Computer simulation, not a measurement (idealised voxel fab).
Process module heading - voxel air gaps
Pictured: cross-section cut, 245 nm wide, on a grid of 5 nm square cells.
Cross-section spec: square-cell grid; bands listed top down; each band is one or more rows. First you get the band's top height and its bottom height, in nm, and then the materials it's made of, left to right, with each width in nm. If you see a single material with "all across", that one covers the band edge to edge. "blank" is empty space. Heights are measured from 0, the level below which the as-received wafer is all one material; the lowest band has no bottom and continues downward, written as in "0 down". Width spec "30->40" -> top row of cells at first value, bottom row at second value, equal per-row change in between. What does "nothing was modified" mean for a step? It means no cell of the cross-section changed in that step. Empty spaces counting at least 8 cells and having no open way to the top are listed in "Closed empty spaces". The notation width x height at distance is used for each, the distance being from the left edge and all three values in nm. Heads up: the bit after the settings on a step's line is the simulator's remark on that step. A step line may carry the setting "overlay nm", which, for steps involving a mask, states the distance by which the mask lay to the right of its intended position; negative values denote displacement to the left.

Here's what the planned process steps look like:
step 1: op RECEIVE | material Si
step 2: op CONFORMAL_DEP | material SiO2 | thk nm 15
step 3: op CONFORMAL_DEP | material SiN | thk nm 5
step 4: op DIRECTIONAL_DEP | material lowk | thk nm 30
step 5: op DIRECTIONAL_DEP | material aC | thk nm 15
step 6: op PATTERN | tone open | mask id LINES | material resist | width nm 25 | pitch nm 55 | thk nm 30 | overlay nm 0
step 7: op DIRECTIONAL_ETCH | etch materials aC | depth nm 15
step 8: op STRIP | etch materials resist
step 9: op DIRECTIONAL_ETCH | etch materials lowk | depth nm 30
step 10: op STRIP | etch materials aC
step 11: op CONFORMAL_DEP | material TiN | thk nm 5
step 12: op FILL_DEP | material W | thk nm 10
step 13: op CMP | height nm 50
step 14: op EPI | material Ru | thk nm 10
step 15: op SELECTIVE_ETCH | etch materials lowk | depth nm 40
step 16: op CONFORMAL_DEP | material SiN | thk nm 5

As-received wafer cross-section (after step 1):
    0 down = Si all across
    Closed empty spaces: none

First of two wafers, end-of-module section, run followed plan:
    65 to 60 = blank=40; SiN=165; blank=40
    60 to 50 = blank=40; SiN=5; Ru=45; SiN=10; Ru=45; SiN=10; Ru=45; SiN=5; blank=40
    50 to 45 = blank=40; SiN=15; TiN=5; W=15; TiN=5; SiN=30; TiN=5; W=15; TiN=5; SiN=30; TiN=5; W=15; TiN=5; SiN=15; blank=40
    45 to 25 = blank=50; SiN=5; TiN=5; W=15; TiN=5; SiN=5; blank=20; SiN=5; TiN=5; W=15; TiN=5; SiN=5; blank=20; SiN=5; TiN=5; W=15; TiN=5; SiN=5; blank=50
    25 to 20 = SiN=55; TiN=25; SiN=30; TiN=25; SiN=30; TiN=25; SiN=55
    20 to 15 = SiN all across
    15 to 0 = SiO2 all across
    0 down = Si all across
    Closed empty spaces: 20 x 20 at 85; 20 x 20 at 140

Here is the second of the two wafers cut open at the end of the module - same start, same plan as the first one, but we made one mistake running it:
    60 to 55 = blank=45; SiN=45; blank=10; SiN=45; blank=10; SiN=45; blank=45
    55 to 50 = blank=45; SiN=5; Ru=35; SiN=5; blank=10; SiN=5; Ru=35; SiN=5; blank=10; SiN=5; Ru=35; SiN=5; blank=45
    50 to 45 = blank=45; SiN=10; TiN=5; W=15; TiN=5; SiN=10; blank=10; SiN=10; TiN=5; W=15; TiN=5; SiN=10; blank=10; SiN=10; TiN=5; W=15; TiN=5; SiN=10; blank=45
    45 to 25 = blank=50; SiN=5; TiN=5; W=15; TiN=5; SiN=5; blank=20; SiN=5; TiN=5; W=15; TiN=5; SiN=5; blank=20; SiN=5; TiN=5; W=15; TiN=5; SiN=5; blank=50
    25 to 20 = SiN=55; TiN=25; SiN=30; TiN=25; SiN=30; TiN=25; SiN=55
    20 to 15 = SiN all across
    15 to 0 = SiO2 all across
    0 down = Si all across
    Closed empty spaces: none
The mistake made against the process plan was this: planned and actual differ for step 14; actual: op EPI | material Ru | thk nm 5
Wrapping up, a cell-based count of both wafers puts the second over or under the first for these materials: -33 Ru; -18 SiN
The second wafer ends with 0 closed voids, and the first wafer ends with 2.
